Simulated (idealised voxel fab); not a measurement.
Process module in this document: voxel transistor to metal
Square cells of 5 nm make up the cross-section cut, whose width is 160 nm.
Cross-section layout: square cells on a grid; listed as bands, top to bottom; a band spans one or more cell rows. Heights first: top, then bottom, in nm. Then materials, left to right, each with a width in nm. "edge to edge" on a single material: fills the band edge to edge. "blank": empty space. It should be noted that heights are counted from 0, beneath which the wafer as supplied is of one material throughout, and that the lowest band possesses no lower boundary but continues downward, as written in "0..down". You'd read "30..40" like this: the band's top row of cells is as wide as the first number, its bottom row is as wide as the second, and going down, every row changes width by the same amount as the row before did. "no modifications" (step): cross-section cells unchanged, all of them. Entry "Fully closed voids". Content: empty spaces with no open connection to the top, size 8 cells or greater. Each: width x height at distance. Distance: from left edge. Unit: nm. Formally, on a step line, whatever follows the settings is a remark that the simulator itself makes on the step. You can add "overlay nm" to a step's line. For a step with a mask, it describes how far the mask lay to the right of its planned position, and a negative number describes a lay to the left.
Planned step list for the process:
1. RECEIVE, material Si
2. OXIDIZE, depth nm 5
3. CONFORMAL_DEP, material SiN, thk nm 10
4. PATTERN, tone cover, mask id ACTIVE, material resist, width nm 100, thk nm 20, overlay nm 0
5. DIRECTIONAL_ETCH, etch materials SiN, depth nm 10
6. DIRECTIONAL_ETCH, etch materials SiO2, depth nm 5
7. DIRECTIONAL_ETCH, etch materials Si, depth nm 30
8. STRIP, etch materials resist
9. OXIDIZE, depth nm 5
10. FILL_DEP, material SiO2, thk nm 5
11. CMP, height nm 10
12. SELECTIVE_ETCH, etch materials SiO2, depth nm 5
13. STRIP, etch materials SiN
14. SELECTIVE_ETCH, etch materials SiO2, depth nm 5
15. OXIDIZE, depth nm 5
16. DIRECTIONAL_DEP, material polySi, thk nm 25
17. DIRECTIONAL_DEP, material SiCN, thk nm 15
18. MASKED_ETCH, tone cover, mask id GATE, width nm 20, etch materials SiCN, depth nm 25, overlay nm 0
19. MASKED_ETCH, tone cover, mask id GATE, width nm 20, etch materials polySi, depth nm 35, overlay nm 0
20. CONFORMAL_DEP, material SiN, thk nm 5
21. DIRECTIONAL_ETCH, etch materials SiN, depth nm 5
22. DIRECTIONAL_ETCH, etch materials SiO2, depth nm 5
23. EPI, material nSi, thk nm 5
24. FILL_DEP, material SiO2, thk nm 5
25. CMP, height nm 35
26. DIRECTIONAL_DEP, material SiO2, thk nm 15
27. PATTERN, tone open, mask id CONTACT, material resist, width nm 20, pitch nm 70, thk nm 20, overlay nm 0
28. DIRECTIONAL_ETCH, etch materials SiO2, depth nm 55
29. STRIP, etch materials resist
30. CONFORMAL_DEP, material TiN, thk nm 5
31. FILL_DEP, material W, thk nm 10
32. CMP, height nm 50
33. CONFORMAL_DEP, material SiN, thk nm 5
34. DIRECTIONAL_DEP, material lowk, thk nm 20
35. PATTERN, tone open, mask id METAL_1, material resist, width nm 20, pitch nm 70, thk nm 15, overlay nm 0
36. DIRECTIONAL_ETCH, etch materials lowk, depth nm 20
37. DIRECTIONAL_ETCH, etch materials SiN, depth nm 5
38. STRIP, etch materials resist
39. CONFORMAL_DEP, material TiN, thk nm 5
40. FILL_DEP, material Ru, thk nm 10
41. CMP, height nm 75
42. CONFORMAL_DEP, material SiCN, thk nm 5
43. DIRECTIONAL_DEP, material lowk, thk nm 25
44. DIRECTIONAL_DEP, material aC, thk nm 15
45. PATTERN, tone open, mask id METAL_2_HOLES, material resist, width nm 15, pitch nm 70, thk nm 35, overlay nm 0
46. DIRECTIONAL_ETCH, etch materials aC, depth nm 15
47. STRIP, etch materials resist
48. DIRECTIONAL_ETCH, etch materials lowk, depth nm 25
49. STRIP, etch materials aC
50. PATTERN, tone open, mask id METAL_2, material resist, width nm 20, pitch nm 70, thk nm 15, overlay nm 0
51. DIRECTIONAL_ETCH, etch materials lowk, depth nm 15
52. DIRECTIONAL_ETCH, etch materials SiCN, depth nm 5
53. STRIP, etch materials resist
54. CONFORMAL_DEP, material TiN, thk nm 5
55. FILL_DEP, material Cu, thk nm 10
56. CMP, height nm 105
57. CONFORMAL_DEP, material SiCN, thk nm 5
Wafer as received: cross-section following step 1:
* 0..down | Si edge to edge
* Fully closed voids: none
Starting wafer: above. Plan: above. Run: one mistake. Cross-section after the module: below:
* 110..105 | SiCN edge to edge
* 105..95 | lowk 35, then TiN 5, then Cu 15, then TiN 5, then lowk 45, then TiN 5, then Cu 15, then TiN 5, then lowk 30
* 95..90 | lowk 35, then TiN 5, then Cu 5, then TiN 15, then lowk 45, then TiN 5, then Cu 5, then TiN 15, then lowk 30
* 90..80 | lowk 35, then TiN 5, then Cu 5, then TiN 5, then lowk 55, then TiN 5, then Cu 5, then TiN 5, then lowk 40
* 80..75 | SiCN 35, then TiN 15, then SiCN 55, then TiN 15, then SiCN 40
* 75..55 | lowk 35, then TiN 5, then Ru 10, then TiN 5, then lowk 50, then TiN 5, then Ru 10, then TiN 5, then lowk 35
* 55..50 | SiN 35, then TiN 20, then SiN 50, then TiN 20, then SiN 35
* 50..35 | SiO2 35, then TiN 5, then W 10, then TiN 5, then SiO2 50, then TiN 5, then W 10, then TiN 5, then SiO2 35
* 35..20 | SiO2 35, then TiN 5, then W 10, then TiN 5, then SiO2 10, then SiN 5, then SiCN 20, then SiN 5, then SiO2 10, then TiN 5, then W 10, then TiN 5, then SiO2 35
* 20..0 | SiO2 35, then TiN 5, then W 10, then TiN 5, then SiO2 10, then SiN 5, then polySi 20, then SiN 5, then SiO2 10, then TiN 5, then W 10, then TiN 5, then SiO2 35
* 0..-5 | SiO2 25, then SiN 5, then SiO2 5, then TiN 20, then SiO2 10, then SiN 5, then polySi 20, then SiN 5, then SiO2 10, then TiN 20, then SiO2 5, then SiN 5, then SiO2 25
* -5..-10 | SiO2 30, then nSi 35, then SiO2 30, then nSi 35, then SiO2 30
* -10..-40 | SiO2 35, then Si 90, then SiO2 35
* -40..down | Si edge to edge
* Fully closed voids: none
Deviation noted in wafer processing: step 50 was not run as planned; what actually ran was PATTERN, tone open, mask id METAL_2, material resist, width nm 25, pitch nm 70, thk nm 15, overlay nm 0
